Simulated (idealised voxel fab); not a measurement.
The following process module bears the name voxel wiring stack.
Xsec cut, 260 nm wide, square cell size 5 nm.
Square cells in a grid make up a cross-section in this document, and the grid is given as bands, listed from the top down, each one or more rows of cells. First you get the band's top height and its bottom height, in nm, and then the materials it's made of, left to right, with each width in nm. If you see a single material with "everywhere", that one covers the band edge to edge. "blank" is empty space. Height 0 is the level under which the wafer as received is all one material. The lowest band goes on downwards, as in "from 0 down". You'd read "30->40" like this: the band's top row of cells is as wide as the first number, its bottom row is as wide as the second, and going down, every row changes width by the same amount as the row before did. The cross-section has no changed cell in any step marked "stayed the same". Reported under the label "Enclosed voids" are the empty spaces having no open way to the top and comprising 8 cells or more; the notation for each is width x height at distance, in which the distance is measured from the left edge and all three values are in nm. Past the settings on a step's line: simulator remark, on that step. overlay nm: where the mask lay relative to plan, measured to the right, on steps with a mask; negatives go left.

THE STEPS PLANNED FOR THE PROCESS ARE AS FOLLOWS
1) RECEIVE | material Si
2) CONFORMAL_DEP | material SiO2 | thk nm 15
3) CONFORMAL_DEP | material SiN | thk nm 5
4) DIRECTIONAL_DEP | material SiO2 | thk nm 15
5) PATTERN | tone open | mask id METAL_1 | material resist | width nm 30 | pitch nm 60 | thk nm 15 | overlay nm 0
6) DIRECTIONAL_ETCH | etch materials SiO2 | depth nm 15
7) DIRECTIONAL_ETCH | etch materials SiN | depth nm 5
8) STRIP | etch materials resist
9) CONFORMAL_DEP | material TiN | thk nm 5
10) FILL_DEP | material W | thk nm 5
11) CMP | height nm 35
12) EPI | material Ru | thk nm 5
13) FILL_DEP | material SiCN | thk nm 5
14) DIRECTIONAL_DEP | material lowk | thk nm 30
15) DIRECTIONAL_DEP | material aC | thk nm 10
16) PATTERN | tone open | mask id METAL_2 | material resist | width nm 30 | pitch nm 60 | thk nm 25 | overlay nm 0
17) DIRECTIONAL_ETCH | etch materials aC | depth nm 10
18) STRIP | etch materials resist
19) DIRECTIONAL_ETCH | etch materials lowk | depth nm 20
20) STRIP | etch materials aC
21) DIRECTIONAL_DEP | material aC | thk nm 15
22) PATTERN | tone open | mask id METAL_2_HOLES | material resist | width nm 15 | pitch nm 120 | thk nm 30 | overlay nm -15
23) DIRECTIONAL_ETCH | etch materials aC | depth nm 15
24) STRIP | etch materials resist
25) DIRECTIONAL_ETCH | etch materials lowk | depth nm 10
26) DIRECTIONAL_ETCH | etch materials SiCN | depth nm 5
27) STRIP | etch materials aC
28) CONFORMAL_DEP | material TiN | thk nm 5
29) FILL_DEP | material Cu | thk nm 5
30) CMP | height nm 75
31) CONFORMAL_DEP | material SiCN | thk nm 5
32) DIRECTIONAL_DEP | material lowk | thk nm 15
33) MASKED_ETCH | tone open | mask id PLUG_2 | width nm 15 | pitch nm 120 | etch materials lowk | depth nm 15 | overlay nm 0
34) MASKED_ETCH | tone open | mask id PLUG_2 | width nm 15 | pitch nm 120 | etch materials SiCN | depth nm 5 | overlay nm 0
35) EPI | material Ru | thk nm 10
36) EPI | material Ru | thk nm 10
37) DIRECTIONAL_DEP | material TiN | thk nm 5
38) DIRECTIONAL_DEP | material Ru | thk nm 25
39) MASKED_ETCH | tone cover | mask id METAL_3 | width nm 30 | pitch nm 60 | etch materials Ru | depth nm 25 | overlay nm 0
40) MASKED_ETCH | tone cover | mask id METAL_3 | width nm 30 | pitch nm 60 | etch materials TiN | depth nm 5 | overlay nm 0
41) CONFORMAL_DEP | material SiN | thk nm 5
42) FILL_DEP | material SiO2 | thk nm 5
43) CMP | height nm 125
44) CONFORMAL_DEP | material SiN | thk nm 5
Wafers differ in overlay nm at step 22; plan lists the first wafer's value; identical starting state.

THE FIRST OF SEVERAL WAFERS IN CROSS-SECTION, EXACTLY AS IT REACHED US AFTER STEP 1
* from 0 down  Si everywhere
* Enclosed voids: none

FIRST WAFER OF SEVERAL, CROSS-SECTION, MODULE END, AFTER STEP 44 (LAST)
* from 130 to 125  SiN everywhere
* from 125 to 100  50 SiO2 | 5 SiN | 30 Ru | 5 SiN | 20 SiO2 | 5 SiN | 30 Ru | 5 SiN | 20 SiO2 | 5 SiN | 30 Ru | 5 SiN | 50 SiO2
* from 100 to 95  55 SiN | 30 TiN | 30 SiN | 30 TiN | 30 SiN | 30 TiN | 55 SiN
* from 95 to 80  55 lowk | 15 Ru | 105 lowk | 15 Ru | 70 lowk
* from 80 to 75  55 SiCN | 15 Ru | 105 SiCN | 15 Ru | 70 SiCN
* from 75 to 65  40 lowk | 5->20 TiN | 35->20 Cu | 5 TiN | 30 lowk | 5 TiN | 20 Cu | 5 TiN | 15 lowk | 5->20 TiN | 35->20 Cu | 5 TiN | 55 lowk
* from 65 to 60  55 lowk | 5 TiN | 20 Cu | 5 TiN | 30 lowk | 5 TiN | 20 Cu | 5 TiN | 30 lowk | 5 TiN | 20 Cu | 5 TiN | 55 lowk
* from 60 to 55  55 lowk | 30 TiN | 30 lowk | 30 TiN | 30 lowk | 30 TiN | 55 lowk
* from 55 to 45  lowk everywhere
* from 45 to 40  SiCN everywhere
* from 40 to 35  50 SiCN | 40 Ru | 20 SiCN | 40 Ru | 20 SiCN | 40 Ru | 50 SiCN
* from 35 to 20  55 SiO2 | 5 TiN | 20 W | 5 TiN | 30 SiO2 | 5 TiN | 20 W | 5 TiN | 30 SiO2 | 5 TiN | 20 W | 5 TiN | 55 SiO2
* from 20 to 15  55 SiN | 30 TiN | 30 SiN | 30 TiN | 30 SiN | 30 TiN | 55 SiN
* from 15 to 0  SiO2 everywhere
* from 0 down  Si everywhere
* Enclosed voids: none

END OF MODULE: CROSS-SECTION, LAST OF SEVERAL WAFERS
* from 130 to 125  SiN everywhere
* from 125 to 100  50 SiO2 | 5 SiN | 30 Ru | 5 SiN | 20 SiO2 | 5 SiN | 30 Ru | 5 SiN | 20 SiO2 | 5 SiN | 30 Ru | 5 SiN | 50 SiO2
* from 100 to 95  55 SiN | 30 TiN | 30 SiN | 30 TiN | 30 SiN | 30 TiN | 55 SiN
* from 95 to 80  55 lowk | 15 Ru | 105 lowk | 15 Ru | 70 lowk
* from 80 to 75  55 SiCN | 15 Ru | 105 SiCN | 15 Ru | 70 SiCN
* from 75 to 60  55 lowk | 5 TiN | 20 Cu | 5 TiN | 30 lowk | 5 TiN | 20 Cu | 5 TiN | 30 lowk | 5 TiN | 20 Cu | 5 TiN | 55 lowk
* from 60 to 55  55 lowk | 20 TiN | 5 Cu | 5 TiN | 30 lowk | 30 TiN | 30 lowk | 20 TiN | 5 Cu | 5 TiN | 55 lowk
* from 55 to 45  70 lowk | 5 TiN | 5 Cu | 5 TiN | 105 lowk | 5 TiN | 5 Cu | 5 TiN | 55 lowk
* from 45 to 40  70 SiCN | 15 TiN | 105 SiCN | 15 TiN | 55 SiCN
* from 40 to 35  50 SiCN | 40 Ru | 20 SiCN | 40 Ru | 20 SiCN | 40 Ru | 50 SiCN
* from 35 to 20  55 SiO2 | 5 TiN | 20 W | 5 TiN | 30 SiO2 | 5 TiN | 20 W | 5 TiN | 30 SiO2 | 5 TiN | 20 W | 5 TiN | 55 SiO2
* from 20 to 15  55 SiN | 30 TiN | 30 SiN | 30 TiN | 30 SiN | 30 TiN | 55 SiN
* from 15 to 0  SiO2 everywhere
* from 0 down  Si everywhere
* Enclosed voids: none

QUICK KEY FOR THE TABLE: A ROW PER WAFER, TAKEN AT THE END OF THE MODULE. FOR EACH MATERIAL IT TELLS YOU HOW MANY CELLS THE WAFER GAINED (+) OR LOST (-) SINCE IT CAME IN, AND THE CLOSED VOIDS COME AFTER
overlay nm -15, +42 Cu, +138 Ru, +126 SiCN, +150 SiN, +398 SiO2, +96 TiN, +36 W, +366 lowk, Enclosed voids: none
overlay nm -10, +40 Cu, +138 Ru, +124 SiCN, +150 SiN, +398 SiO2, +100 TiN, +36 W, +366 lowk, Enclosed voids: none
overlay nm -5, +38 Cu, +138 Ru, +122 SiCN, +150 SiN, +398 SiO2, +104 TiN, +36 W, +366 lowk, Enclosed voids: none
overlay nm 0, +42 Cu, +138 Ru, +120 SiCN, +150 SiN, +398 SiO2, +102 TiN, +36 W, +366 lowk, Enclosed voids: none
overlay nm 5, +42 Cu, +138 Ru, +120 SiCN, +150 SiN, +398 SiO2, +102 TiN, +36 W, +366 lowk, Enclosed voids: none
overlay nm 10, +42 Cu, +138 Ru, +120 SiCN, +150 SiN, +398 SiO2, +102 TiN, +36 W, +366 lowk, Enclosed voids: none
overlay nm 15, +42 Cu, +138 Ru, +120 SiCN, +150 SiN, +398 SiO2, +102 TiN, +36 W, +366 lowk, Enclosed voids: none
